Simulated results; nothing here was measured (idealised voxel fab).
Process module, titled voxel capacitor over wiring
Xsec cut, 150 nm wide, square cell size 5 nm.
A cross-section is a grid of square cells, given in bands from the top down. A band is one or more rows of cells.
In this notation a band is specified by the heights of its top and bottom, in that order and in nm, after which its materials appear from left to right, each paired with its width in nm. The word "full width" attached to a single material means that material fills the band from edge to edge; the word "blank" stands for empty space.
Measure heights from 0. That's the level where, below it, the as-received wafer is all one material. The lowest band is bottomless and extends downward; write it as in "top 0, no bottom".
You'd read "30->40" like this: the band's top row of cells is as wide as the first number, its bottom row is as wide as the second, and going down, every row changes width by the same amount as the row before did.
Any step labelled "everything unchanged" changed none of the cells in the cross-section.
In the "Enclosed empty spaces" entry, you get each enclosed empty space of 8 cells or more, one with no open way to the top, written width x height at distance, distance from the left edge, in nm.
Heads up: the bit after the settings on a step's line is the simulator's remark on that step.
overlay nm: step with mask; distance mask lay right of planned place; negative value = left of planned place.
### The planned process steps are enumerated hereunder
1. RECEIVE (material Si)
2. CONFORMAL_DEP (material SiO2; thk nm 10)
3. DIRECTIONAL_DEP (material TiN; thk nm 5)
4. DIRECTIONAL_DEP (material W; thk nm 15)
5. MASKED_ETCH (tone cover; mask id METAL_1; width nm 30; pitch nm 90; etch materials W; depth nm 15; overlay nm 0)
6. MASKED_ETCH (tone cover; mask id METAL_1; width nm 30; pitch nm 90; etch materials TiN; depth nm 5; overlay nm 0)
7. CONFORMAL_DEP (material SiCN; thk nm 5)
8. FILL_DEP (material lowk; thk nm 5)
9. CMP (height nm 30)
10. CONFORMAL_DEP (material SiCN; thk nm 5)
11. DIRECTIONAL_DEP (material lowk; thk nm 15)
12. MASKED_ETCH (tone open; mask id PLUG_1; width nm 15; etch materials lowk; depth nm 15; overlay nm 0)
13. MASKED_ETCH (tone open; mask id PLUG_1; width nm 15; etch materials SiCN; depth nm 5; overlay nm 0)
14. EPI (material Ru; thk nm 10)
15. EPI (material Ru; thk nm 10)
16. DIRECTIONAL_DEP (material TiN; thk nm 10)
17. DIRECTIONAL_DEP (material SiN; thk nm 5)
18. DIRECTIONAL_DEP (material TiN; thk nm 10)
19. DIRECTIONAL_DEP (material aC; thk nm 15)
20. PATTERN (tone cover; mask id UPPER_PLATE; material resist; width nm 65; thk nm 35; overlay nm 0)
21. DIRECTIONAL_ETCH (etch materials aC; depth nm 15)
22. STRIP (etch materials resist)
23. DIRECTIONAL_ETCH (etch materials TiN; depth nm 10)
24. DIRECTIONAL_ETCH (etch materials SiN; depth nm 5)
25. STRIP (etch materials aC)
26. DIRECTIONAL_DEP (material aC; thk nm 15)
27. PATTERN (tone cover; mask id LOWER_PLATE; material resist; width nm 75; thk nm 35; overlay nm 0)
28. DIRECTIONAL_ETCH (etch materials aC; depth nm 15)
29. STRIP (etch materials resist)
30. DIRECTIONAL_ETCH (etch materials TiN; depth nm 10)
31. STRIP (etch materials aC)
32. FILL_DEP (material SiO2; thk nm 15)
33. CMP (height nm 85)
34. PATTERN (tone open; mask id PLUG_2; material resist; width nm 15; thk nm 20; overlay nm 0)
35. DIRECTIONAL_ETCH (etch materials SiO2; depth nm 10)
36. STRIP (etch materials resist)
37. CONFORMAL_DEP (material TiN; thk nm 5)
38. FILL_DEP (material Cu; thk nm 10)
39. CMP (height nm 85)
40. CONFORMAL_DEP (material SiCN; thk nm 5)
### So this is the incoming wafer in cross-section - it's already been through step 1
	top 0, no bottom  Si full width
	Enclosed empty spaces: none
### This is how the wafer looks in cross-section once the module is done, given the starting state and plan above and one mistake in carrying the plan out
	top 90, bottom 85  SiCN full width
	top 85, bottom 75  SiO2 (30)  TiN (65)  SiO2 (55)
	top 75, bottom 70  SiO2 (30)  SiN (65)  SiO2 (55)
	top 70, bottom 60  Ru full width
	top 60, bottom 50  TiN (30)  Ru (15)  TiN (105)
	top 50, bottom 40  lowk (30)  TiN (15)  lowk (105)
	top 40, bottom 35  lowk (30)  Ru (15)  lowk (105)
	top 35, bottom 30  SiCN (30)  Ru (15)  SiCN (105)
	top 30, bottom 15  lowk (10)  SiCN (5)  W (30)  SiCN (5)  lowk (50)  SiCN (5)  W (30)  SiCN (5)  lowk (10)
	top 15, bottom 10  SiCN (15)  TiN (30)  SiCN (60)  TiN (30)  SiCN (15)
	top 10, bottom 0  SiO2 full width
	top 0, no bottom  Si full width
	Enclosed empty spaces: none
So what did we get wrong on this run? steps 15 and 16 run out of order (swapped)
